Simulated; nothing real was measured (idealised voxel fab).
process module | voxel air gaps
cross-section cut | 175 nm wide | cells 5 nm
A cross-section is a grid of square cells, given in bands from the top down. A band is one or more rows of cells.
Each band's line starts with the height of the band's top and of its bottom, in nm. Then come its materials from left to right, each with its width in nm. One material with "throughout" fills the band from edge to edge. "air" is empty space.
Height 0 is the level under which the wafer as received is all one material. The lowest band goes on downwards, as in "0 down".
A width such as "30 to 40" changes by the same amount from each row of cells to the next, from the band's top row to its bottom row.
"no change" after a step means that no cell of the cross-section changed.
closed voids: empty space of 8 cells or more with no open way to the top, each as width x height at its distance from the left edge, in nm
after a step's settings: what the simulator itself notes on the step
overlay nm, on a step with a mask: how far to the right of its planned place the mask lay; to the left if negative
plan
1 op RECEIVE | material Si
2 op CONFORMAL_DEP | material SiO2 | thk nm 15
3 op CONFORMAL_DEP | material SiCN | thk nm 5
4 op DIRECTIONAL_DEP | material lowk | thk nm 35
5 op DIRECTIONAL_DEP | material aC | thk nm 15
6 op PATTERN | tone open | mask id LINES | material resist | width nm 25 | pitch nm 50 | thk nm 30 | overlay nm 0
7 op DIRECTIONAL_ETCH | etch materials aC | depth nm 15
8 op STRIP | etch materials resist
9 op DIRECTIONAL_ETCH | etch materials lowk | depth nm 35
10 op STRIP | etch materials aC
11 op CONFORMAL_DEP | material TiN | thk nm 5
12 op FILL_DEP | material Cu | thk nm 5
13 op CMP | height nm 55
14 op EPI | material Ru | thk nm 10
15 op SELECTIVE_ETCH | etch materials lowk | depth nm 45
16 op CONFORMAL_DEP | material SiCN | thk nm 5
as received, after step 1
  0 down: Si throughout
  closed voids: none
first wafer at the end, as planned
  70 to 65: air 10 | SiCN 155 | air 10
  65 to 55: air 10 | SiCN 5 | Ru 45 | SiCN 5 | Ru 45 | SiCN 5 | Ru 45 | SiCN 5 | air 10
  55 to 50: air 10 | SiCN 15 | TiN 5 | Cu 15 | TiN 5 | SiCN 25 | TiN 5 | Cu 15 | TiN 5 | SiCN 25 | TiN 5 | Cu 15 | TiN 5 | SiCN 15 | air 10
  50 to 25: air 20 | SiCN 5 | TiN 5 | Cu 15 | TiN 5 | SiCN 5 | air 15 | SiCN 5 | TiN 5 | Cu 15 | TiN 5 | SiCN 5 | air 15 | SiCN 5 | TiN 5 | Cu 15 | TiN 5 | SiCN 5 | air 20
  25 to 20: SiCN 25 | TiN 25 | SiCN 25 | TiN 25 | SiCN 25 | TiN 25 | SiCN 25
  20 to 15: SiCN throughout
  15 to 0: SiO2 throughout
  0 down: Si throughout
  closed voids: 15 x 25 at 55; 15 x 25 at 105
second wafer at the end: like start, like plan, one mistake
  70 to 65: SiCN throughout
  65 to 55: Ru 35 | SiCN 5 | Ru 45 | SiCN 5 | Ru 45 | SiCN 5 | Ru 35
  55 to 50: Cu 20 | TiN 5 | SiCN 25 | TiN 5 | Cu 15 | TiN 5 | SiCN 25 | TiN 5 | Cu 15 | TiN 5 | SiCN 25 | TiN 5 | Cu 20
  50 to 25: Cu 20 | TiN 5 | SiCN 5 | air 15 | SiCN 5 | TiN 5 | Cu 15 | TiN 5 | SiCN 5 | air 15 | SiCN 5 | TiN 5 | Cu 15 | TiN 5 | SiCN 5 | air 15 | SiCN 5 | TiN 5 | Cu 20
  25 to 20: TiN 25 | SiCN 25 | TiN 25 | SiCN 25 | TiN 25 | SiCN 25 | TiN 25
  20 to 15: SiCN throughout
  15 to 0: SiO2 throughout
  0 down: Si throughout
  closed voids: 15 x 25 at 30; 15 x 25 at 80; 15 x 25 at 130
what went wrong: step 6 ran as: op PATTERN | tone cover | mask id LINES | material resist | width nm 25 | pitch nm 50 | thk nm 30 | overlay nm 0
at the end the second wafer has, in cells: 30 more of Cu | 10 more of Ru | 4 fewer of SiCN | 5 more of TiN
closed voids at the end (first wafer, second wafer): 2, 3
